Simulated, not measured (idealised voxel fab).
Process module name: voxel fin reveal
In the cross-section labelled cut, the width is 275 nm and each square cell is 5 nm.
A cross-section in this document is a grid of square cells, and it is written down as bands, the top band listed before the ones below it; a band is made up of one or more rows of cells.
Each band's line starts with the height of the band's top and of its bottom, in nm. Then come its materials from left to right, each with its width in nm. One material with "edge to edge" fills the band from edge to edge. "blank" is empty space.
Measure heights from 0. That's the level where, below it, the as-received wafer is all one material. The lowest band is bottomless and extends downward; write it as in "0 and below".
You'd read "30 to 40" like this: the band's top row of cells is as wide as the first number, its bottom row is as wide as the second, and going down, every row changes width by the same amount as the row before did.
Reading "remained the same" for a step: not a cell of the cross-section changed in it.
Basically, "Sealed internal cavities" tells you about the enclosed voids: empty spaces with no open way to the top, 8 cells or bigger, each written width x height at distance, where distance is from the left edge, all in nm.
Step line, after settings: the simulator's comment on this step.
You can add "overlay nm" to a step's line. For a step with a mask, it describes how far the mask lay to the right of its planned position, and a negative number describes a lay to the left.

The steps planned for the process are as follows:
1. RECEIVE [material Si]
2. CONFORMAL_DEP [material SiN] [thk nm 10]
3. PATTERN [tone cover] [mask id FINS] [material resist] [width nm 15] [pitch nm 35] [thk nm 20] [overlay nm 0]
4. DIRECTIONAL_ETCH [etch materials SiN] [depth nm 10]
5. DIRECTIONAL_ETCH [etch materials Si] [depth nm 40]
6. STRIP [etch materials resist]
7. OXIDIZE [depth nm 5]
8. FILL_DEP [material SiO2] [thk nm 15]
9. CMP [height nm 10]
10. SELECTIVE_ETCH [etch materials SiO2] [depth nm 25]
11. STRIP [etch materials SiN]
12. CONFORMAL_DEP [material HfO2] [thk nm 5]

Concerning the first of two wafers, which was run in accordance with the plan:

Step 1 complete: cross-section of the wafer as received:
- 0 and below  Si edge to edge
- Sealed internal cavities: none

So this is the wafer cross-section right after step 2:
- 10 down to 0  SiN edge to edge
- Anything lower than 0 is untouched.

So this is the wafer cross-section right after step 3:
- 30 down to 10  blank 110 nm / resist 15 nm / blank 20 nm / resist 15 nm / blank 115 nm
- Anything lower than 10 is untouched.

So this is the wafer cross-section right after step 4:
- 30 down to 10  blank 110 nm / resist 15 nm / blank 20 nm / resist 15 nm / blank 115 nm
- 10 down to 0  blank 110 nm / SiN 15 nm / blank 20 nm / SiN 15 nm / blank 115 nm
- Anything lower than 0 is untouched.

So this is the wafer cross-section right after step 5:
- 30 down to 10  blank 110 nm / resist 15 nm / blank 20 nm / resist 15 nm / blank 115 nm
- 10 down to 0  blank 110 nm / SiN 15 nm / blank 20 nm / SiN 15 nm / blank 115 nm
- 0 down to -40  blank 110 nm / Si 15 nm / blank 20 nm / Si 15 nm / blank 115 nm
- Anything lower than -40 is untouched.

So this is the wafer cross-section right after step 6:
- 10 down to 0  blank 110 nm / SiN 15 nm / blank 20 nm / SiN 15 nm / blank 115 nm
- Anything lower than 0 is untouched.

So this is the wafer cross-section right after step 7:
- 10 down to 0  blank 110 nm / SiN 15 nm / blank 20 nm / SiN 15 nm / blank 115 nm
- 0 down to -40  blank 110 nm / SiO2 5 nm / Si 5 nm / SiO2 5 nm / blank 20 nm / SiO2 5 nm / Si 5 nm / SiO2 5 nm / blank 115 nm
- -40 down to -45  SiO2 115 nm / Si 5 nm / SiO2 30 nm / Si 5 nm / SiO2 120 nm
- Anything lower than -45 is untouched.

So this is the wafer cross-section right after step 8:
- 25 down to 10  SiO2 edge to edge
- 10 down to 0  SiO2 110 nm / SiN 15 nm / SiO2 20 nm / SiN 15 nm / SiO2 115 nm
- 0 down to -45  SiO2 115 nm / Si 5 nm / SiO2 30 nm / Si 5 nm / SiO2 120 nm
- Anything lower than -45 is untouched.

So this is the wafer cross-section right after step 9:
- 10 down to 0  SiO2 110 nm / SiN 15 nm / SiO2 20 nm / SiN 15 nm / SiO2 115 nm
- Anything lower than 0 is untouched.

So this is the wafer cross-section right after step 10:
- 10 down to 0  blank 110 nm / SiN 15 nm / blank 20 nm / SiN 15 nm / blank 115 nm
- 0 down to -15  blank 115 nm / Si 5 nm / blank 30 nm / Si 5 nm / blank 120 nm
- Anything lower than -15 is untouched.

So this is the wafer cross-section right after step 11:
- 0 down to -15  blank 115 nm / Si 5 nm / blank 30 nm / Si 5 nm / blank 120 nm
- Anything lower than -15 is untouched.

So this is the wafer cross-section right after step 12:
- 5 down to 0  blank 110 nm / HfO2 15 nm / blank 20 nm / HfO2 15 nm / blank 115 nm
- 0 down to -10  blank 110 nm / HfO2 5 nm / Si 5 nm / HfO2 5 nm / blank 20 nm / HfO2 5 nm / Si 5 nm / HfO2 5 nm / blank 115 nm
- -10 down to -15  HfO2 115 nm / Si 5 nm / HfO2 30 nm / Si 5 nm / HfO2 120 nm
- Anything lower than -15 is untouched.

The remaining wafer, second of the two, started like the first and was run to the same plan, except that one mistake was made along the way; the two coincide through step 9, inclusive:

Cross-section of the second wafer at the time step 10 of the plan should have ended:
- 10 down to 0  SiO2 110 nm / blank 15 nm / SiO2 20 nm / blank 15 nm / SiO2 115 nm
- Anything lower than 0 is untouched.

Cross-section of the second wafer at the time step 11 of the plan should have ended:
- 0 down to -15  blank 115 nm / Si 5 nm / blank 30 nm / Si 5 nm / blank 120 nm
- -15 down to -25  SiO2 85 nm / blank 30 nm / Si 5 nm / blank 30 nm / Si 5 nm / blank 30 nm / SiO2 90 nm
- Anything lower than -25 is untouched.

Cross-section of the second wafer at the time step 12 of the plan should have ended:
- 5 down to 0  blank 110 nm / HfO2 15 nm / blank 20 nm / HfO2 15 nm / blank 115 nm
- 0 down to -10  blank 110 nm / HfO2 5 nm / Si 5 nm / HfO2 5 nm / blank 20 nm / HfO2 5 nm / Si 5 nm / HfO2 5 nm / blank 115 nm
- -10 down to -15  HfO2 90 nm / blank 20 nm / HfO2 5 nm / Si 5 nm / HfO2 5 nm / blank 20 nm / HfO2 5 nm / Si 5 nm / HfO2 5 nm / blank 20 nm / HfO2 95 nm
- -15 down to -20  SiO2 85 nm / HfO2 5 nm / blank 20 nm / HfO2 5 nm / Si 5 nm / HfO2 5 nm / blank 20 nm / HfO2 5 nm / Si 5 nm / HfO2 5 nm / blank 20 nm / HfO2 5 nm / SiO2 90 nm
- -20 down to -25  SiO2 85 nm / HfO2 30 nm / Si 5 nm / HfO2 30 nm / Si 5 nm / HfO2 30 nm / SiO2 90 nm
- Anything lower than -25 is untouched.
Misprocessing identified: step 11 occupied the plan position of step 10, and the converse holds as well
It is noted that, at the conclusion of processing, the second wafer exhibits a higher or lower cell count for certain materials relative to the first: HfO2 +12 | SiO2 -36
